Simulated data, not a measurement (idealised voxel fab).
process module | voxel gate over fins
cross-section cut | 155 nm wide | cells 5 nm
A cross-section is a grid of square cells, given in bands from the top down. A band is one or more rows of cells.
Each band's line starts with the height of the band's top and of its bottom, in nm. Then come its materials from left to right, each with its width in nm. One material with "throughout" fills the band from edge to edge. "air" is empty space.
Height 0 is the level under which the wafer as received is all one material. The lowest band goes on downwards, as in "0 down".
A width such as "30 to 40" changes by the same amount from each row of cells to the next, from the band's top row to its bottom row.
"no change" after a step means that no cell of the cross-section changed.
closed voids: empty space of 8 cells or more with no open way to the top, each as width x height at its distance from the left edge, in nm
after a step's settings: what the simulator itself notes on the step
overlay nm, on a step with a mask: how far to the right of its planned place the mask lay; to the left if negative
plan
1 op RECEIVE | material Si
2 op CONFORMAL_DEP | material SiN | thk nm 10
3 op PATTERN | tone cover | mask id FINS | material resist | width nm 15 | pitch nm 55 | thk nm 15 | overlay nm 0
4 op DIRECTIONAL_ETCH | etch materials SiN | depth nm 10
5 op DIRECTIONAL_ETCH | etch materials Si | depth nm 30
6 op STRIP | etch materials resist
7 op FILL_DEP | material SiO2 | thk nm 15
8 op CMP | height nm 10
9 op DIRECTIONAL_DEP | material aC | thk nm 15
10 op PATTERN | tone open | mask id RAIL | material resist | width nm 15 | thk nm 30 | overlay nm 0
11 op DIRECTIONAL_ETCH | etch materials aC | depth nm 15
12 op STRIP | etch materials resist
13 op DIRECTIONAL_ETCH | etch materials SiO2 | depth nm 35
14 op STRIP | etch materials aC
15 op CONFORMAL_DEP | material TiN | thk nm 5
16 op FILL_DEP | material Ru | thk nm 5
17 op CMP | height nm 10
18 op SELECTIVE_ETCH | etch materials W Ru TiN | depth nm 30
19 op FILL_DEP | material SiO2 | thk nm 5
20 op CMP | height nm 10
21 op SELECTIVE_ETCH | etch materials SiO2 | depth nm 20
22 op STRIP | etch materials SiN
23 op CONFORMAL_DEP | material HfO2 | thk nm 5
24 op CONFORMAL_DEP | material TiN | thk nm 5
25 op FILL_DEP | material W | thk nm 15
26 op CMP | height nm 20
27 op CONFORMAL_DEP | material SiN | thk nm 10
first wafer, as planned
as received, after step 1
  0 down: Si throughout
  closed voids: none
after step 2
  10 to 0: SiN throughout
  below 0: unchanged
after step 3
  25 to 10: air 15 | resist 15 | air 40 | resist 15 | air 40 | resist 15 | air 15
  below 10: unchanged
after step 4
  25 to 10: air 15 | resist 15 | air 40 | resist 15 | air 40 | resist 15 | air 15
  10 to 0: air 15 | SiN 15 | air 40 | SiN 15 | air 40 | SiN 15 | air 15
  below 0: unchanged
after step 5
  25 to 10: air 15 | resist 15 | air 40 | resist 15 | air 40 | resist 15 | air 15
  10 to 0: air 15 | SiN 15 | air 40 | SiN 15 | air 40 | SiN 15 | air 15
  0 to -30: air 15 | Si 15 | air 40 | Si 15 | air 40 | Si 15 | air 15
  below -30: unchanged
after step 6
  10 to 0: air 15 | SiN 15 | air 40 | SiN 15 | air 40 | SiN 15 | air 15
  below 0: unchanged
after step 7
  25 to 10: SiO2 throughout
  10 to 0: SiO2 15 | SiN 15 | SiO2 40 | SiN 15 | SiO2 40 | SiN 15 | SiO2 15
  0 to -30: SiO2 15 | Si 15 | SiO2 40 | Si 15 | SiO2 40 | Si 15 | SiO2 15
  below -30: unchanged
after step 8
  10 to 0: SiO2 15 | SiN 15 | SiO2 40 | SiN 15 | SiO2 40 | SiN 15 | SiO2 15
  below 0: unchanged
after step 9
  25 to 10: aC throughout
  below 10: unchanged
after step 10
  55 to 25: resist 40 | air 15 | resist 100
  below 25: unchanged
after step 11
  40 to 25: resist 40 | air 15 | resist 100
  25 to 10: aC 40 | air 15 | aC 100
  below 10: unchanged
after step 12
  25 to 10: aC 40 | air 15 | aC 100
  below 10: unchanged
after step 13
  25 to 10: aC 40 | air 15 | aC 100
  10 to 0: SiO2 15 | SiN 15 | SiO2 10 | air 15 | SiO2 15 | SiN 15 | SiO2 40 | SiN 15 | SiO2 15
  0 to -25: SiO2 15 | Si 15 | SiO2 10 | air 15 | SiO2 15 | Si 15 | SiO2 40 | Si 15 | SiO2 15
  below -25: unchanged
after step 14
  10 to 0: SiO2 15 | SiN 15 | SiO2 10 | air 15 | SiO2 15 | SiN 15 | SiO2 40 | SiN 15 | SiO2 15
  below 0: unchanged
after step 15
  15 to 10: TiN 45 | air 5 | TiN 105
  10 to 0: SiO2 15 | SiN 15 | SiO2 10 | TiN 5 | air 5 | TiN 5 | SiO2 15 | SiN 15 | SiO2 40 | SiN 15 | SiO2 15
  0 to -20: SiO2 15 | Si 15 | SiO2 10 | TiN 5 | air 5 | TiN 5 | SiO2 15 | Si 15 | SiO2 40 | Si 15 | SiO2 15
  -20 to -25: SiO2 15 | Si 15 | SiO2 10 | TiN 15 | SiO2 15 | Si 15 | SiO2 40 | Si 15 | SiO2 15
  below -25: unchanged
after step 16
  20 to 15: Ru throughout
  15 to 10: TiN 45 | Ru 5 | TiN 105
  10 to 0: SiO2 15 | SiN 15 | SiO2 10 | TiN 5 | Ru 5 | TiN 5 | SiO2 15 | SiN 15 | SiO2 40 | SiN 15 | SiO2 15
  0 to -20: SiO2 15 | Si 15 | SiO2 10 | TiN 5 | Ru 5 | TiN 5 | SiO2 15 | Si 15 | SiO2 40 | Si 15 | SiO2 15
  below -20: unchanged
after step 17
  10 to 0: SiO2 15 | SiN 15 | SiO2 10 | TiN 5 | Ru 5 | TiN 5 | SiO2 15 | SiN 15 | SiO2 40 | SiN 15 | SiO2 15
  below 0: unchanged
after step 18
  10 to 0: SiO2 15 | SiN 15 | SiO2 10 | air 15 | SiO2 15 | SiN 15 | SiO2 40 | SiN 15 | SiO2 15
  0 to -20: SiO2 15 | Si 15 | SiO2 10 | air 15 | SiO2 15 | Si 15 | SiO2 40 | Si 15 | SiO2 15
  below -20: unchanged
after step 19
  15 to 10: SiO2 throughout
  10 to 0: SiO2 15 | SiN 15 | SiO2 40 | SiN 15 | SiO2 40 | SiN 15 | SiO2 15
  0 to -20: SiO2 15 | Si 15 | SiO2 40 | Si 15 | SiO2 40 | Si 15 | SiO2 15
  below -20: unchanged
after step 20
  10 to 0: SiO2 15 | SiN 15 | SiO2 40 | SiN 15 | SiO2 40 | SiN 15 | SiO2 15
  below 0: unchanged
after step 21
  10 to 0: air 15 | SiN 15 | air 40 | SiN 15 | air 40 | SiN 15 | air 15
  0 to -10: air 15 | Si 15 | air 40 | Si 15 | air 40 | Si 15 | air 15
  below -10: unchanged
after step 22
  0 to -10: air 15 | Si 15 | air 40 | Si 15 | air 40 | Si 15 | air 15
  below -10: unchanged
after step 23
  5 to 0: air 10 | HfO2 25 | air 30 | HfO2 25 | air 30 | HfO2 25 | air 10
  0 to -5: air 10 | HfO2 5 | Si 15 | HfO2 5 | air 30 | HfO2 5 | Si 15 | HfO2 5 | air 30 | HfO2 5 | Si 15 | HfO2 5 | air 10
  -5 to -10: HfO2 15 | Si 15 | HfO2 40 | Si 15 | HfO2 40 | Si 15 | HfO2 15
  below -10: unchanged
after step 24
  10 to 5: air 5 | TiN 35 | air 20 | TiN 35 | air 20 | TiN 35 | air 5
  5 to 0: air 5 | TiN 5 | HfO2 25 | TiN 5 | air 20 | TiN 5 | HfO2 25 | TiN 5 | air 20 | TiN 5 | HfO2 25 | TiN 5 | air 5
  0 to -5: TiN 10 | HfO2 5 | Si 15 | HfO2 5 | TiN 30 | HfO2 5 | Si 15 | HfO2 5 | TiN 30 | HfO2 5 | Si 15 | HfO2 5 | TiN 10
  below -5: unchanged
after step 25
  25 to 10: W throughout
  10 to 5: W 5 | TiN 35 | W 20 | TiN 35 | W 20 | TiN 35 | W 5
  5 to 0: W 5 | TiN 5 | HfO2 25 | TiN 5 | W 20 | TiN 5 | HfO2 25 | TiN 5 | W 20 | TiN 5 | HfO2 25 | TiN 5 | W 5
  below 0: unchanged
after step 26
  20 to 10: W throughout
  below 10: unchanged
after step 27
  30 to 20: SiN throughout
  below 20: unchanged
second wafer: like start, like plan, one mistake. Through step 20 it matches the first wafer
when step 21 should have ended
  10 to 0: air 15 | SiN 15 | air 40 | SiN 15 | air 40 | SiN 15 | air 15
  0 to -20: air 15 | Si 15 | air 40 | Si 15 | air 40 | Si 15 | air 15
  -20 to -25: air 15 | Si 15 | air 10 | TiN 15 | air 15 | Si 15 | air 40 | Si 15 | air 15
  -25 to -30: air 15 | Si 15 | air 15 | SiO2 5 | air 20 | Si 15 | air 40 | Si 15 | air 15
  below -30: unchanged
when step 22 should have ended
  0 to -20: air 15 | Si 15 | air 40 | Si 15 | air 40 | Si 15 | air 15
  below -20: unchanged
when step 23 should have ended
  5 to 0: air 10 | HfO2 25 | air 30 | HfO2 25 | air 30 | HfO2 25 | air 10
  0 to -15: air 10 | HfO2 5 | Si 15 | HfO2 5 | air 30 | HfO2 5 | Si 15 | HfO2 5 | air 30 | HfO2 5 | Si 15 | HfO2 5 | air 10
  -15 to -20: air 10 | HfO2 5 | Si 15 | HfO2 30 | air 5 | HfO2 5 | Si 15 | HfO2 5 | air 30 | HfO2 5 | Si 15 | HfO2 5 | air 10
  -20 to -25: air 10 | HfO2 5 | Si 15 | HfO2 10 | TiN 15 | HfO2 5 | air 5 | HfO2 5 | Si 15 | HfO2 5 | air 30 | HfO2 5 | Si 15 | HfO2 5 | air 10
  -25 to -30: HfO2 15 | Si 15 | HfO2 15 | SiO2 5 | HfO2 20 | Si 15 | HfO2 40 | Si 15 | HfO2 15
  below -30: unchanged
when step 24 should have ended
  10 to 5: air 5 | TiN 35 | air 20 | TiN 35 | air 20 | TiN 35 | air 5
  5 to 0: air 5 | TiN 5 | HfO2 25 | TiN 5 | air 20 | TiN 5 | HfO2 25 | TiN 5 | air 20 | TiN 5 | HfO2 25 | TiN 5 | air 5
  0 to -10: air 5 | TiN 5 | HfO2 5 | Si 15 | HfO2 5 | TiN 5 | air 20 | TiN 5 | HfO2 5 | Si 15 | HfO2 5 | TiN 5 | air 20 | TiN 5 | HfO2 5 | Si 15 | HfO2 5 | TiN 5 | air 5
  -10 to -20: air 5 | TiN 5 | HfO2 5 | Si 15 | HfO2 5 to 30 | TiN 30 to 5 | HfO2 5 | Si 15 | HfO2 5 | TiN 5 | air 20 | TiN 5 | HfO2 5 | Si 15 | HfO2 5 | TiN 5 | air 5
  -20 to -25: TiN 10 | HfO2 5 | Si 15 | HfO2 10 | TiN 15 | HfO2 5 | TiN 5 | HfO2 5 | Si 15 | HfO2 5 | TiN 30 | HfO2 5 | Si 15 | HfO2 5 | TiN 10
  below -25: unchanged
when step 25 should have ended
  25 to 10: W throughout
  10 to 5: W 5 | TiN 35 | W 20 | TiN 35 | W 20 | TiN 35 | W 5
  5 to 0: W 5 | TiN 5 | HfO2 25 | TiN 5 | W 20 | TiN 5 | HfO2 25 | TiN 5 | W 20 | TiN 5 | HfO2 25 | TiN 5 | W 5
  0 to -10: W 5 | TiN 5 | HfO2 5 | Si 15 | HfO2 5 | TiN 5 | W 20 | TiN 5 | HfO2 5 | Si 15 | HfO2 5 | TiN 5 | W 20 | TiN 5 | HfO2 5 | Si 15 | HfO2 5 | TiN 5 | W 5
  -10 to -20: W 5 | TiN 5 | HfO2 5 | Si 15 | HfO2 5 to 30 | TiN 30 to 5 | HfO2 5 | Si 15 | HfO2 5 | TiN 5 | W 20 | TiN 5 | HfO2 5 | Si 15 | HfO2 5 | TiN 5 | W 5
  below -20: unchanged
when step 26 should have ended
  20 to 10: W throughout
  below 10: unchanged
when step 27 should have ended
  30 to 20: SiN throughout
  below 20: unchanged
what went wrong: step 21 was run twice
at the end the second wafer has, in cells: 30 more of HfO2 | 84 fewer of SiO2 | 22 more of TiN | 32 more of W
